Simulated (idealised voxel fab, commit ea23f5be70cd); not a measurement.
Documented hereafter: the process module known as voxel wiring stack.
Shown is cross-section cut, with a width of 230 nm and square cells of size 5 nm.
Format of a cross-section: grid, square cells. Given as bands. Order: top down. Band: one or more rows of cells.
This entry defines a band. It first specifies the height of the band's top and the height of its bottom in nm, and then specifies the band's materials from left to right, stating each material with its width in nm. The word "throughout" identifies a single material that fills the band from edge to edge, while the word "empty" identifies empty space.
Below 0: as-received wafer, all one material; heights counted from there. Lowest band: no bottom, goes on down, written "0 down".
The two numbers in a width such as "30 to 40" mark its ends across the band: the first belongs to the top row of cells, the second to the bottom row, and from each row to the next the width moves by the same amount.
"no change" -> step changed no cross-section cell.
Heads up: "Enclosed void inventory" only lists the empty pockets with no open path to the top that are 8 cells or more, and it writes them as width x height at distance, distance from the left edge, in nm.
after a step's settings: what the simulator itself notes on the step
For masked steps, "overlay nm" on the step line gives how far right of plan the mask actually lay; a minus sign means it lay to the left.
# This section lists the process steps that were planned
step 1: RECEIVE with material Si
step 2: CONFORMAL_DEP with material SiO2, thk nm 10
step 3: DIRECTIONAL_DEP with material TiN, thk nm 5
step 4: DIRECTIONAL_DEP with material W, thk nm 15
step 5: MASKED_ETCH with tone cover, mask id METAL_1, width nm 30, pitch nm 60, etch materials W, depth nm 15, overlay nm 0
step 6: MASKED_ETCH with tone cover, mask id METAL_1, width nm 30, pitch nm 60, etch materials TiN, depth nm 5, overlay nm 0
step 7: FILL_DEP with material SiO2, thk nm 5
step 8: CMP with height nm 30
step 9: CONFORMAL_DEP with material SiCN, thk nm 5
step 10: DIRECTIONAL_DEP with material SiO2, thk nm 25
step 11: DIRECTIONAL_DEP with material aC, thk nm 10
step 12: PATTERN with tone open, mask id METAL_2_HOLES, material resist, width nm 15, pitch nm 60, thk nm 25, overlay nm 0
step 13: DIRECTIONAL_ETCH with etch materials aC, depth nm 10
step 14: STRIP with etch materials resist
step 15: DIRECTIONAL_ETCH with etch materials SiO2, depth nm 25
step 16: STRIP with etch materials aC
step 17: PATTERN with tone open, mask id METAL_2, material resist, width nm 30, pitch nm 60, thk nm 20, overlay nm 0
step 18: DIRECTIONAL_ETCH with etch materials SiO2, depth nm 15
step 19: DIRECTIONAL_ETCH with etch materials SiCN, depth nm 5
step 20: STRIP with etch materials resist
step 21: CONFORMAL_DEP with material TiN, thk nm 5
step 22: FILL_DEP with material Cu, thk nm 5
step 23: CMP with height nm 60
step 24: CONFORMAL_DEP with material SiCN, thk nm 5
# First of two wafers, with the run carried out as planned
# So this is the incoming wafer in cross-section - it's already been through step 1
* 0 down = Si throughout
* Enclosed void inventory: none
# The wafer, seen in cross-section, after step 2
* 10 to 0 = SiO2 throughout
* Under 0: no change, same as before.
# The wafer, seen in cross-section, after step 3
* 15 to 10 = TiN throughout
* Under 10: no change, same as before.
# The wafer, seen in cross-section, after step 4
* 30 to 15 = W throughout
* Under 15: no change, same as before.
# The wafer, seen in cross-section, after step 5
* 30 to 15 = 40 nm empty, then 30 nm W, then 30 nm empty, then 30 nm W, then 30 nm empty, then 30 nm W, then 40 nm empty
* Under 15: no change, same as before.
# The wafer, seen in cross-section, after step 6
* 30 to 15 = 40 nm empty, then 30 nm W, then 30 nm empty, then 30 nm W, then 30 nm empty, then 30 nm W, then 40 nm empty
* 15 to 10 = 40 nm empty, then 30 nm TiN, then 30 nm empty, then 30 nm TiN, then 30 nm empty, then 30 nm TiN, then 40 nm empty
* Under 10: no change, same as before.
# The wafer, seen in cross-section, after step 7
* 35 to 30 = SiO2 throughout
* 30 to 15 = 40 nm SiO2, then 30 nm W, then 30 nm SiO2, then 30 nm W, then 30 nm SiO2, then 30 nm W, then 40 nm SiO2
* 15 to 10 = 40 nm SiO2, then 30 nm TiN, then 30 nm SiO2, then 30 nm TiN, then 30 nm SiO2, then 30 nm TiN, then 40 nm SiO2
* Under 10: no change, same as before.
# The wafer, seen in cross-section, after step 8
* 30 to 15 = 40 nm SiO2, then 30 nm W, then 30 nm SiO2, then 30 nm W, then 30 nm SiO2, then 30 nm W, then 40 nm SiO2
* Under 15: no change, same as before.
# The wafer, seen in cross-section, after step 9
* 35 to 30 = SiCN throughout
* Under 30: no change, same as before.
# The wafer, seen in cross-section, after step 10
* 60 to 35 = SiO2 throughout
* Under 35: no change, same as before.
# The wafer, seen in cross-section, after step 11
* 70 to 60 = aC throughout
* Under 60: no change, same as before.
# The wafer, seen in cross-section, after step 12
* 95 to 70 = 40 nm resist, then 15 nm empty, then 45 nm resist, then 15 nm empty, then 45 nm resist, then 15 nm empty, then 55 nm resist
* Under 70: no change, same as before.
# The wafer, seen in cross-section, after step 13
* 85 to 70 = 40 nm resist, then 15 nm empty, then 45 nm resist, then 15 nm empty, then 45 nm resist, then 15 nm empty, then 55 nm resist
* 70 to 60 = 40 nm aC, then 15 nm empty, then 45 nm aC, then 15 nm empty, then 45 nm aC, then 15 nm empty, then 55 nm aC
* Under 60: no change, same as before.
# The wafer, seen in cross-section, after step 14
* 70 to 60 = 40 nm aC, then 15 nm empty, then 45 nm aC, then 15 nm empty, then 45 nm aC, then 15 nm empty, then 55 nm aC
* Under 60: no change, same as before.
# The wafer, seen in cross-section, after step 15
* 70 to 60 = 40 nm aC, then 15 nm empty, then 45 nm aC, then 15 nm empty, then 45 nm aC, then 15 nm empty, then 55 nm aC
* 60 to 35 = 40 nm SiO2, then 15 nm empty, then 45 nm SiO2, then 15 nm empty, then 45 nm SiO2, then 15 nm empty, then 55 nm SiO2
* Under 35: no change, same as before.
# The wafer, seen in cross-section, after step 16
* 60 to 35 = 40 nm SiO2, then 15 nm empty, then 45 nm SiO2, then 15 nm empty, then 45 nm SiO2, then 15 nm empty, then 55 nm SiO2
* Under 35: no change, same as before.
# The wafer, seen in cross-section, after step 17
* 80 to 60 = 40 nm resist, then 30 nm empty, then 30 nm resist, then 30 nm empty, then 30 nm resist, then 30 nm empty, then 40 nm resist
* Under 60: no change, same as before.
# The wafer, seen in cross-section, after step 18
* 80 to 60 = 40 nm resist, then 30 nm empty, then 30 nm resist, then 30 nm empty, then 30 nm resist, then 30 nm empty, then 40 nm resist
* 60 to 45 = 40 nm SiO2, then 30 nm empty, then 30 nm SiO2, then 30 nm empty, then 30 nm SiO2, then 30 nm empty, then 40 nm SiO2
* Under 45: no change, same as before.
# The wafer, seen in cross-section, after step 19
* 80 to 60 = 40 nm resist, then 30 nm empty, then 30 nm resist, then 30 nm empty, then 30 nm resist, then 30 nm empty, then 40 nm resist
* 60 to 45 = 40 nm SiO2, then 30 nm empty, then 30 nm SiO2, then 30 nm empty, then 30 nm SiO2, then 30 nm empty, then 40 nm SiO2
* 45 to 35 = 40 nm SiO2, then 15 nm empty, then 45 nm SiO2, then 15 nm empty, then 45 nm SiO2, then 15 nm empty, then 55 nm SiO2
* 35 to 30 = 40 nm SiCN, then 15 nm empty, then 45 nm SiCN, then 15 nm empty, then 45 nm SiCN, then 15 nm empty, then 55 nm SiCN
* Under 30: no change, same as before.
# The wafer, seen in cross-section, after step 20
* 60 to 45 = 40 nm SiO2, then 30 nm empty, then 30 nm SiO2, then 30 nm empty, then 30 nm SiO2, then 30 nm empty, then 40 nm SiO2
* Under 45: no change, same as before.
# The wafer, seen in cross-section, after step 21
* 65 to 60 = 45 nm TiN, then 20 nm empty, then 40 nm TiN, then 20 nm empty, then 40 nm TiN, then 20 nm empty, then 45 nm TiN
* 60 to 50 = 40 nm SiO2, then 5 nm TiN, then 20 nm empty, then 5 nm TiN, then 30 nm SiO2, then 5 nm TiN, then 20 nm empty, then 5 nm TiN, then 30 nm SiO2, then 5 nm TiN, then 20 nm empty, then 5 nm TiN, then 40 nm SiO2
* 50 to 45 = 40 nm SiO2, then 5 nm TiN, then 5 nm empty, then 20 nm TiN, then 30 nm SiO2, then 5 nm TiN, then 5 nm empty, then 20 nm TiN, then 30 nm SiO2, then 5 nm TiN, then 5 nm empty, then 20 nm TiN, then 40 nm SiO2
* 45 to 35 = 40 nm SiO2, then 5 nm TiN, then 5 nm empty, then 5 nm TiN, then 45 nm SiO2, then 5 nm TiN, then 5 nm empty, then 5 nm TiN, then 45 nm SiO2, then 5 nm TiN, then 5 nm empty, then 5 nm TiN, then 55 nm SiO2
* 35 to 30 = 40 nm SiCN, then 15 nm TiN, then 45 nm SiCN, then 15 nm TiN, then 45 nm SiCN, then 15 nm TiN, then 55 nm SiCN
* Under 30: no change, same as before.
# The wafer, seen in cross-section, after step 22
* 70 to 65 = Cu throughout
* 65 to 60 = 45 nm TiN, then 20 nm Cu, then 40 nm TiN, then 20 nm Cu, then 40 nm TiN, then 20 nm Cu, then 45 nm TiN
* 60 to 50 = 40 nm SiO2, then 5 nm TiN, then 20 nm Cu, then 5 nm TiN, then 30 nm SiO2, then 5 nm TiN, then 20 nm Cu, then 5 nm TiN, then 30 nm SiO2, then 5 nm TiN, then 20 nm Cu, then 5 nm TiN, then 40 nm SiO2
* 50 to 45 = 40 nm SiO2, then 5 nm TiN, then 5 nm Cu, then 20 nm TiN, then 30 nm SiO2, then 5 nm TiN, then 5 nm Cu, then 20 nm TiN, then 30 nm SiO2, then 5 nm TiN, then 5 nm Cu, then 20 nm TiN, then 40 nm SiO2
* 45 to 35 = 40 nm SiO2, then 5 nm TiN, then 5 nm Cu, then 5 nm TiN, then 45 nm SiO2, then 5 nm TiN, then 5 nm Cu, then 5 nm TiN, then 45 nm SiO2, then 5 nm TiN, then 5 nm Cu, then 5 nm TiN, then 55 nm SiO2
* Under 35: no change, same as before.
# The wafer, seen in cross-section, after step 23
* 60 to 50 = 40 nm SiO2, then 5 nm TiN, then 20 nm Cu, then 5 nm TiN, then 30 nm SiO2, then 5 nm TiN, then 20 nm Cu, then 5 nm TiN, then 30 nm SiO2, then 5 nm TiN, then 20 nm Cu, then 5 nm TiN, then 40 nm SiO2
* Under 50: no change, same as before.
# The wafer, seen in cross-section, after step 24
* 65 to 60 = SiCN throughout
* Under 60: no change, same as before.
# second wafer: like start, like plan, one mistake. Through step 2 it matches the first wafer
# What the second wafer looks like in cross-section when step 3 should have wrapped up
* 15 to 10 = aC throughout
* Under 10: no change, same as before.
# What the second wafer looks like in cross-section when step 4 should have wrapped up
* 30 to 15 = W throughout
* Under 15: no change, same as before.
# What the second wafer looks like in cross-section when step 5 should have wrapped up
* 30 to 15 = 40 nm empty, then 30 nm W, then 30 nm empty, then 30 nm W, then 30 nm empty, then 30 nm W, then 40 nm empty
* Under 15: no change, same as before.
What the second wafer looks like in cross-section when step 6 should have wrapped up: no change
# What the second wafer looks like in cross-section when step 7 should have wrapped up
* 35 to 30 = SiO2 throughout
* 30 to 15 = 40 nm SiO2, then 30 nm W, then 30 nm SiO2, then 30 nm W, then 30 nm SiO2, then 30 nm W, then 40 nm SiO2
* Under 15: no change, same as before.
# What the second wafer looks like in cross-section when step 8 should have wrapped up
* 30 to 15 = 40 nm SiO2, then 30 nm W, then 30 nm SiO2, then 30 nm W, then 30 nm SiO2, then 30 nm W, then 40 nm SiO2
* Under 15: no change, same as before.
# What the second wafer looks like in cross-section when step 9 should have wrapped up
* 35 to 30 = SiCN throughout
* Under 30: no change, same as before.
# What the second wafer looks like in cross-section when step 10 should have wrapped up
* 60 to 35 = SiO2 throughout
* Under 35: no change, same as before.
# What the second wafer looks like in cross-section when step 11 should have wrapped up
* 70 to 60 = aC throughout
* Under 60: no change, same as before.
# What the second wafer looks like in cross-section when step 12 should have wrapped up
* 95 to 70 = 40 nm resist, then 15 nm empty, then 45 nm resist, then 15 nm empty, then 45 nm resist, then 15 nm empty, then 55 nm resist
* Under 70: no change, same as before.
# What the second wafer looks like in cross-section when step 13 should have wrapped up
* 85 to 70 = 40 nm resist, then 15 nm empty, then 45 nm resist, then 15 nm empty, then 45 nm resist, then 15 nm empty, then 55 nm resist
* 70 to 60 = 40 nm aC, then 15 nm empty, then 45 nm aC, then 15 nm empty, then 45 nm aC, then 15 nm empty, then 55 nm aC
* Under 60: no change, same as before.
# What the second wafer looks like in cross-section when step 14 should have wrapped up
* 70 to 60 = 40 nm aC, then 15 nm empty, then 45 nm aC, then 15 nm empty, then 45 nm aC, then 15 nm empty, then 55 nm aC
* Under 60: no change, same as before.
# What the second wafer looks like in cross-section when step 15 should have wrapped up
* 70 to 60 = 40 nm aC, then 15 nm empty, then 45 nm aC, then 15 nm empty, then 45 nm aC, then 15 nm empty, then 55 nm aC
* 60 to 35 = 40 nm SiO2, then 15 nm empty, then 45 nm SiO2, then 15 nm empty, then 45 nm SiO2, then 15 nm empty, then 55 nm SiO2
* Under 35: no change, same as before.
# What the second wafer looks like in cross-section when step 16 should have wrapped up
* 60 to 35 = 40 nm SiO2, then 15 nm empty, then 45 nm SiO2, then 15 nm empty, then 45 nm SiO2, then 15 nm empty, then 55 nm SiO2
* Under 35: no change, same as before.
# What the second wafer looks like in cross-section when step 17 should have wrapped up
* 80 to 60 = 40 nm resist, then 30 nm empty, then 30 nm resist, then 30 nm empty, then 30 nm resist, then 30 nm empty, then 40 nm resist
* Under 60: no change, same as before.
# What the second wafer looks like in cross-section when step 18 should have wrapped up
* 80 to 60 = 40 nm resist, then 30 nm empty, then 30 nm resist, then 30 nm empty, then 30 nm resist, then 30 nm empty, then 40 nm resist
* 60 to 45 = 40 nm SiO2, then 30 nm empty, then 30 nm SiO2, then 30 nm empty, then 30 nm SiO2, then 30 nm empty, then 40 nm SiO2
* Under 45: no change, same as before.
# What the second wafer looks like in cross-section when step 19 should have wrapped up
* 80 to 60 = 40 nm resist, then 30 nm empty, then 30 nm resist, then 30 nm empty, then 30 nm resist, then 30 nm empty, then 40 nm resist
* 60 to 45 = 40 nm SiO2, then 30 nm empty, then 30 nm SiO2, then 30 nm empty, then 30 nm SiO2, then 30 nm empty, then 40 nm SiO2
* 45 to 35 = 40 nm SiO2, then 15 nm empty, then 45 nm SiO2, then 15 nm empty, then 45 nm SiO2, then 15 nm empty, then 55 nm SiO2
* 35 to 30 = 40 nm SiCN, then 15 nm empty, then 45 nm SiCN, then 15 nm empty, then 45 nm SiCN, then 15 nm empty, then 55 nm SiCN
* Under 30: no change, same as before.
# What the second wafer looks like in cross-section when step 20 should have wrapped up
* 60 to 45 = 40 nm SiO2, then 30 nm empty, then 30 nm SiO2, then 30 nm empty, then 30 nm SiO2, then 30 nm empty, then 40 nm SiO2
* Under 45: no change, same as before.
# What the second wafer looks like in cross-section when step 21 should have wrapped up
* 65 to 60 = 45 nm TiN, then 20 nm empty, then 40 nm TiN, then 20 nm empty, then 40 nm TiN, then 20 nm empty, then 45 nm TiN
* 60 to 50 = 40 nm SiO2, then 5 nm TiN, then 20 nm empty, then 5 nm TiN, then 30 nm SiO2, then 5 nm TiN, then 20 nm empty, then 5 nm TiN, then 30 nm SiO2, then 5 nm TiN, then 20 nm empty, then 5 nm TiN, then 40 nm SiO2
* 50 to 45 = 40 nm SiO2, then 5 nm TiN, then 5 nm empty, then 20 nm TiN, then 30 nm SiO2, then 5 nm TiN, then 5 nm empty, then 20 nm TiN, then 30 nm SiO2, then 5 nm TiN, then 5 nm empty, then 20 nm TiN, then 40 nm SiO2
* 45 to 35 = 40 nm SiO2, then 5 nm TiN, then 5 nm empty, then 5 nm TiN, then 45 nm SiO2, then 5 nm TiN, then 5 nm empty, then 5 nm TiN, then 45 nm SiO2, then 5 nm TiN, then 5 nm empty, then 5 nm TiN, then 55 nm SiO2
* 35 to 30 = 40 nm SiCN, then 15 nm TiN, then 45 nm SiCN, then 15 nm TiN, then 45 nm SiCN, then 15 nm TiN, then 55 nm SiCN
* Under 30: no change, same as before.
# What the second wafer looks like in cross-section when step 22 should have wrapped up
* 70 to 65 = Cu throughout
* 65 to 60 = 45 nm TiN, then 20 nm Cu, then 40 nm TiN, then 20 nm Cu, then 40 nm TiN, then 20 nm Cu, then 45 nm TiN
* 60 to 50 = 40 nm SiO2, then 5 nm TiN, then 20 nm Cu, then 5 nm TiN, then 30 nm SiO2, then 5 nm TiN, then 20 nm Cu, then 5 nm TiN, then 30 nm SiO2, then 5 nm TiN, then 20 nm Cu, then 5 nm TiN, then 40 nm SiO2
* 50 to 45 = 40 nm SiO2, then 5 nm TiN, then 5 nm Cu, then 20 nm TiN, then 30 nm SiO2, then 5 nm TiN, then 5 nm Cu, then 20 nm TiN, then 30 nm SiO2, then 5 nm TiN, then 5 nm Cu, then 20 nm TiN, then 40 nm SiO2
* 45 to 35 = 40 nm SiO2, then 5 nm TiN, then 5 nm Cu, then 5 nm TiN, then 45 nm SiO2, then 5 nm TiN, then 5 nm Cu, then 5 nm TiN, then 45 nm SiO2, then 5 nm TiN, then 5 nm Cu, then 5 nm TiN, then 55 nm SiO2
* Under 35: no change, same as before.
# What the second wafer looks like in cross-section when step 23 should have wrapped up
* 60 to 50 = 40 nm SiO2, then 5 nm TiN, then 20 nm Cu, then 5 nm TiN, then 30 nm SiO2, then 5 nm TiN, then 20 nm Cu, then 5 nm TiN, then 30 nm SiO2, then 5 nm TiN, then 20 nm Cu, then 5 nm TiN, then 40 nm SiO2
* Under 50: no change, same as before.
# What the second wafer looks like in cross-section when step 24 should have wrapped up
* 65 to 60 = SiCN throughout
* Under 60: no change, same as before.
Nonconformance to the process plan: heads up, step 3 didn't go per plan, it actually ran as DIRECTIONAL_DEP with material aC, thk nm 5
Cell-count delta at end, second wafer over first, by material: SiO2: 28 fewer, TiN: 18 fewer, aC: 46 more
